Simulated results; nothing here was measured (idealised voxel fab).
This is a process module. Its name is voxel quadruple lines.
This is section cut - it's 140 nm across, gridded in 5 nm square cells.
Notation: cross-section as square-cell grid; stated in bands, top first, going down; one or more cell rows per band. The band entry comprises the height of the band's top followed by the height of its bottom, expressed in nm, and subsequently the band's materials from left to right, each stated together with its width in nm. Where a single material is marked with the word "everywhere", that material fills the band from edge to edge. The word "empty" represents empty space. Height datum 0, below which the as-received substrate wafer is one material. Lowest band open at the bottom, running downward: "top 0, no bottom". The two numbers in a width such as "30->40" mark its ends across the band: the first belongs to the top row of cells, the second to the bottom row, and from each row to the next the width moves by the same amount. For the purposes of this document, the phrase "remains unaltered" attached to a step denotes that no cell within the cross-section was modified by that step. Empty spaces counting at least 8 cells and having no open way to the top are listed in "Sealed voids". The notation width x height at distance is used for each, the distance being from the left edge and all three values in nm. If you see something after the settings on a step's line, that's the simulator's own remark about that step. overlay nm: where the mask lay relative to plan, measured to the right, on steps with a mask; negatives go left.
**The planned process steps are enumerated hereunder**
1: RECEIVE | material Si
2: CONFORMAL_DEP | material Al2O3 | thk nm 10
3: DIRECTIONAL_DEP | material W | thk nm 15
4: DIRECTIONAL_DEP | material polySi | thk nm 20
5: DIRECTIONAL_DEP | material aC | thk nm 20
6: PATTERN | tone cover | mask id MANDREL | material resist | width nm 20 | thk nm 25 | overlay nm 0
7: DIRECTIONAL_ETCH | etch materials aC | depth nm 20
8: STRIP | etch materials resist
9: CONFORMAL_DEP | material SiO2 | thk nm 10
10: DIRECTIONAL_ETCH | etch materials SiO2 | depth nm 10
11: STRIP | etch materials aC
12: DIRECTIONAL_ETCH | etch materials polySi | depth nm 20
13: STRIP | etch materials SiO2
14: CONFORMAL_DEP | material SiN | thk nm 5
15: DIRECTIONAL_ETCH | etch materials SiN | depth nm 5
16: STRIP | etch materials polySi
17: DIRECTIONAL_ETCH | etch materials W | depth nm 15
18: STRIP | etch materials SiN
19: FILL_DEP | material lowk | thk nm 5
20: CMP | height nm 25
**First wafer of two (run as planned)**
**Wafer at receipt (post step 1), cross-section**
  top 0, no bottom  Si everywhere
  Sealed voids: none
**Cross-section of the wafer subsequent to step 2**
  top 10, bottom 0  Al2O3 everywhere
  Beneath the level 0, the cross-section is identical to its previous state.
**Cross-section of the wafer subsequent to step 3**
  top 25, bottom 10  W everywhere
  Beneath the level 10, the cross-section is identical to its previous state.
**Cross-section of the wafer subsequent to step 4**
  top 45, bottom 25  polySi everywhere
  Beneath the level 25, the cross-section is identical to its previous state.
**Cross-section of the wafer subsequent to step 5**
  top 65, bottom 45  aC everywhere
  Beneath the level 45, the cross-section is identical to its previous state.
**Cross-section of the wafer subsequent to step 6**
  top 90, bottom 65  empty (60) / resist (20) / empty (60)
  Beneath the level 65, the cross-section is identical to its previous state.
**Cross-section of the wafer subsequent to step 7**
  top 70, bottom 65  empty (60) / resist (20) / empty (60)
  top 65, bottom 45  empty (60) / aC (20) / empty (60)
  Beneath the level 45, the cross-section is identical to its previous state.
**Cross-section of the wafer subsequent to step 8**
  top 65, bottom 45  empty (60) / aC (20) / empty (60)
  Beneath the level 45, the cross-section is identical to its previous state.
**Cross-section of the wafer subsequent to step 9**
  top 75, bottom 65  empty (50) / SiO2 (40) / empty (50)
  top 65, bottom 55  empty (50) / SiO2 (10) / aC (20) / SiO2 (10) / empty (50)
  top 55, bottom 45  SiO2 (60) / aC (20) / SiO2 (60)
  Beneath the level 45, the cross-section is identical to its previous state.
**Cross-section of the wafer subsequent to step 10**
  top 65, bottom 45  empty (50) / SiO2 (10) / aC (20) / SiO2 (10) / empty (50)
  Beneath the level 45, the cross-section is identical to its previous state.
**Cross-section of the wafer subsequent to step 11**
  top 65, bottom 45  empty (50) / SiO2 (10) / empty (20) / SiO2 (10) / empty (50)
  Beneath the level 45, the cross-section is identical to its previous state.
**Cross-section of the wafer subsequent to step 12**
  top 65, bottom 45  empty (50) / SiO2 (10) / empty (20) / SiO2 (10) / empty (50)
  top 45, bottom 25  empty (50) / polySi (10) / empty (20) / polySi (10) / empty (50)
  Beneath the level 25, the cross-section is identical to its previous state.
**Cross-section of the wafer subsequent to step 13**
  top 45, bottom 25  empty (50) / polySi (10) / empty (20) / polySi (10) / empty (50)
  Beneath the level 25, the cross-section is identical to its previous state.
**Cross-section of the wafer subsequent to step 14**
  top 50, bottom 45  empty (45) / SiN (20) / empty (10) / SiN (20) / empty (45)
  top 45, bottom 30  empty (45) / SiN (5) / polySi (10) / SiN (5) / empty (10) / SiN (5) / polySi (10) / SiN (5) / empty (45)
  top 30, bottom 25  SiN (50) / polySi (10) / SiN (20) / polySi (10) / SiN (50)
  Beneath the level 25, the cross-section is identical to its previous state.
**Cross-section of the wafer subsequent to step 15**
  top 45, bottom 25  empty (45) / SiN (5) / polySi (10) / SiN (5) / empty (10) / SiN (5) / polySi (10) / SiN (5) / empty (45)
  Beneath the level 25, the cross-section is identical to its previous state.
**Cross-section of the wafer subsequent to step 16**
  top 45, bottom 25  empty (45) / SiN (5) / empty (10) / SiN (5) / empty (10) / SiN (5) / empty (10) / SiN (5) / empty (45)
  Beneath the level 25, the cross-section is identical to its previous state.
**Cross-section of the wafer subsequent to step 17**
  top 45, bottom 25  empty (45) / SiN (5) / empty (10) / SiN (5) / empty (10) / SiN (5) / empty (10) / SiN (5) / empty (45)
  top 25, bottom 10  empty (45) / W (5) / empty (10) / W (5) / empty (10) / W (5) / empty (10) / W (5) / empty (45)
  Beneath the level 10, the cross-section is identical to its previous state.
**Cross-section of the wafer subsequent to step 18**
  top 25, bottom 10  empty (45) / W (5) / empty (10) / W (5) / empty (10) / W (5) / empty (10) / W (5) / empty (45)
  Beneath the level 10, the cross-section is identical to its previous state.
**Cross-section of the wafer subsequent to step 19**
  top 30, bottom 25  lowk everywhere
  top 25, bottom 10  lowk (45) / W (5) / lowk (10) / W (5) / lowk (10) / W (5) / lowk (10) / W (5) / lowk (45)
  Beneath the level 10, the cross-section is identical to its previous state.
**Cross-section of the wafer subsequent to step 20**
  top 25, bottom 10  lowk (45) / W (5) / lowk (10) / W (5) / lowk (10) / W (5) / lowk (10) / W (5) / lowk (45)
  Beneath the level 10, the cross-section is identical to its previous state.
**What follows concerns the second wafer, which started out like the first and was meant to follow the very same plan; one mistake crept in when it was run, but everything up to and including step 2 is the same as for the first wafer**
**Look at the second wafer in cross-section at the time step 3 ought to have finished**
  top 20, bottom 10  W everywhere
  Beneath the level 10, the cross-section is identical to its previous state.
**Look at the second wafer in cross-section at the time step 4 ought to have finished**
  top 40, bottom 20  polySi everywhere
  Beneath the level 20, the cross-section is identical to its previous state.
**Look at the second wafer in cross-section at the time step 5 ought to have finished**
  top 60, bottom 40  aC everywhere
  Beneath the level 40, the cross-section is identical to its previous state.
**Look at the second wafer in cross-section at the time step 6 ought to have finished**
  top 85, bottom 60  empty (60) / resist (20) / empty (60)
  Beneath the level 60, the cross-section is identical to its previous state.
**Look at the second wafer in cross-section at the time step 7 ought to have finished**
  top 65, bottom 60  empty (60) / resist (20) / empty (60)
  top 60, bottom 40  empty (60) / aC (20) / empty (60)
  Beneath the level 40, the cross-section is identical to its previous state.
**Look at the second wafer in cross-section at the time step 8 ought to have finished**
  top 60, bottom 40  empty (60) / aC (20) / empty (60)
  Beneath the level 40, the cross-section is identical to its previous state.
**Look at the second wafer in cross-section at the time step 9 ought to have finished**
  top 70, bottom 60  empty (50) / SiO2 (40) / empty (50)
  top 60, bottom 50  empty (50) / SiO2 (10) / aC (20) / SiO2 (10) / empty (50)
  top 50, bottom 40  SiO2 (60) / aC (20) / SiO2 (60)
  Beneath the level 40, the cross-section is identical to its previous state.
**Look at the second wafer in cross-section at the time step 10 ought to have finished**
  top 60, bottom 40  empty (50) / SiO2 (10) / aC (20) / SiO2 (10) / empty (50)
  Beneath the level 40, the cross-section is identical to its previous state.
**Look at the second wafer in cross-section at the time step 11 ought to have finished**
  top 60, bottom 40  empty (50) / SiO2 (10) / empty (20) / SiO2 (10) / empty (50)
  Beneath the level 40, the cross-section is identical to its previous state.
**Look at the second wafer in cross-section at the time step 12 ought to have finished**
  top 60, bottom 40  empty (50) / SiO2 (10) / empty (20) / SiO2 (10) / empty (50)
  top 40, bottom 20  empty (50) / polySi (10) / empty (20) / polySi (10) / empty (50)
  Beneath the level 20, the cross-section is identical to its previous state.
**Look at the second wafer in cross-section at the time step 13 ought to have finished**
  top 40, bottom 20  empty (50) / polySi (10) / empty (20) / polySi (10) / empty (50)
  Beneath the level 20, the cross-section is identical to its previous state.
**Look at the second wafer in cross-section at the time step 14 ought to have finished**
  top 45, bottom 40  empty (45) / SiN (20) / empty (10) / SiN (20) / empty (45)
  top 40, bottom 25  empty (45) / SiN (5) / polySi (10) / SiN (5) / empty (10) / SiN (5) / polySi (10) / SiN (5) / empty (45)
  top 25, bottom 20  SiN (50) / polySi (10) / SiN (20) / polySi (10) / SiN (50)
  Beneath the level 20, the cross-section is identical to its previous state.
**Look at the second wafer in cross-section at the time step 15 ought to have finished**
  top 40, bottom 20  empty (45) / SiN (5) / polySi (10) / SiN (5) / empty (10) / SiN (5) / polySi (10) / SiN (5) / empty (45)
  Beneath the level 20, the cross-section is identical to its previous state.
**Look at the second wafer in cross-section at the time step 16 ought to have finished**
  top 40, bottom 20  empty (45) / SiN (5) / empty (10) / SiN (5) / empty (10) / SiN (5) / empty (10) / SiN (5) / empty (45)
  Beneath the level 20, the cross-section is identical to its previous state.
**Look at the second wafer in cross-section at the time step 17 ought to have finished**
  top 40, bottom 20  empty (45) / SiN (5) / empty (10) / SiN (5) / empty (10) / SiN (5) / empty (10) / SiN (5) / empty (45)
  top 20, bottom 10  empty (45) / W (5) / empty (10) / W (5) / empty (10) / W (5) / empty (10) / W (5) / empty (45)
  Beneath the level 10, the cross-section is identical to its previous state.
**Look at the second wafer in cross-section at the time step 18 ought to have finished**
  top 20, bottom 10  empty (45) / W (5) / empty (10) / W (5) / empty (10) / W (5) / empty (10) / W (5) / empty (45)
  Beneath the level 10, the cross-section is identical to its previous state.
**Look at the second wafer in cross-section at the time step 19 ought to have finished**
  top 25, bottom 20  lowk everywhere
  top 20, bottom 10  lowk (45) / W (5) / lowk (10) / W (5) / lowk (10) / W (5) / lowk (10) / W (5) / lowk (45)
  Beneath the level 10, the cross-section is identical to its previous state.
Look at the second wafer in cross-section at the time step 20 ought to have finished: remains unaltered
What went wrong in running the wafer? not per plan at step 3, really ran DIRECTIONAL_DEP | material W | thk nm 10
It is noted that, at the conclusion of processing, the second wafer exhibits a higher or lower cell count for certain materials relative to the first: W -4; lowk +4
